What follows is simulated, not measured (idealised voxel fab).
Name of the process module below: voxel trench capacitor
175 nm wide, 5 nm square cells: that's cross-section cut.
Format of a cross-section: grid, square cells. Given as bands. Order: top down. Band: one or more rows of cells.
This entry defines a band. It first specifies the height of the band's top and the height of its bottom in nm, and then specifies the band's materials from left to right, stating each material with its width in nm. The word "throughout" identifies a single material that fills the band from edge to edge, while the word "blank" identifies empty space.
Heads up on the height convention: 0 is the point under which the incoming wafer is all one material, and the lowest band has no bottom, it just keeps going down, like "0 down".
Graded width ("30..40"): value in top row of band = first number; value in bottom row = second number; row-to-row change constant.
The cross-section has no changed cell in any step marked "nothing altered".
"Enclosed void catalog" enumerates empty spaces isolated from the top, with no open way to it, that contain at least 8 cells, giving each as width x height at distance from the left edge, all three in nm.
Where a step's line continues beyond its settings, the continuation is a remark by the simulator itself on that step.
overlay nm: mask offset rightward from planned place, masked step; negative means leftward offset.
### These are the steps we planned for the process
- 1: RECEIVE: material Si
- 2: CONFORMAL_DEP: material SiN, thk nm 10
- 3: DIRECTIONAL_DEP: material aC, thk nm 15
- 4: PATTERN: tone open, mask id TRENCH, material resist, width nm 25, pitch nm 40, thk nm 30, overlay nm 0
- 5: DIRECTIONAL_ETCH: etch materials aC, depth nm 15
- 6: STRIP: etch materials resist
- 7: DIRECTIONAL_ETCH: etch materials SiN, depth nm 10
- 8: DIRECTIONAL_ETCH: etch materials Si, depth nm 35
- 9: STRIP: etch materials aC
- 10: CONFORMAL_DEP: material Al2O3, thk nm 5
- 11: CONFORMAL_DEP: material TiN, thk nm 5
- 12: FILL_DEP: material W, thk nm 10
- 13: CMP: height nm 10
### Cross-section of the incoming wafer, state after step 1
	0 down  Si throughout
	Enclosed void catalog: none
### Starting wafer: above. Plan: above. Run: one mistake. Cross-section after the module: below
	10 to 0  35 SiN; 5 Al2O3; 5 TiN; 5 W; 5 TiN; 5 Al2O3; 15 SiN; 5 Al2O3; 5 TiN; 5 W; 5 TiN; 5 Al2O3; 15 SiN; 5 Al2O3; 5 TiN; 5 W; 5 TiN; 5 Al2O3; 35 SiN
	0 to -60  35 Si; 5 Al2O3; 5 TiN; 5 W; 5 TiN; 5 Al2O3; 15 Si; 5 Al2O3; 5 TiN; 5 W; 5 TiN; 5 Al2O3; 15 Si; 5 Al2O3; 5 TiN; 5 W; 5 TiN; 5 Al2O3; 35 Si
	-60 to -65  35 Si; 5 Al2O3; 15 TiN; 5 Al2O3; 15 Si; 5 Al2O3; 15 TiN; 5 Al2O3; 15 Si; 5 Al2O3; 15 TiN; 5 Al2O3; 35 Si
	-65 to -70  35 Si; 25 Al2O3; 15 Si; 25 Al2O3; 15 Si; 25 Al2O3; 35 Si
	-70 down  Si throughout
	Enclosed void catalog: none
Processing error: step 8, plan: ran twice
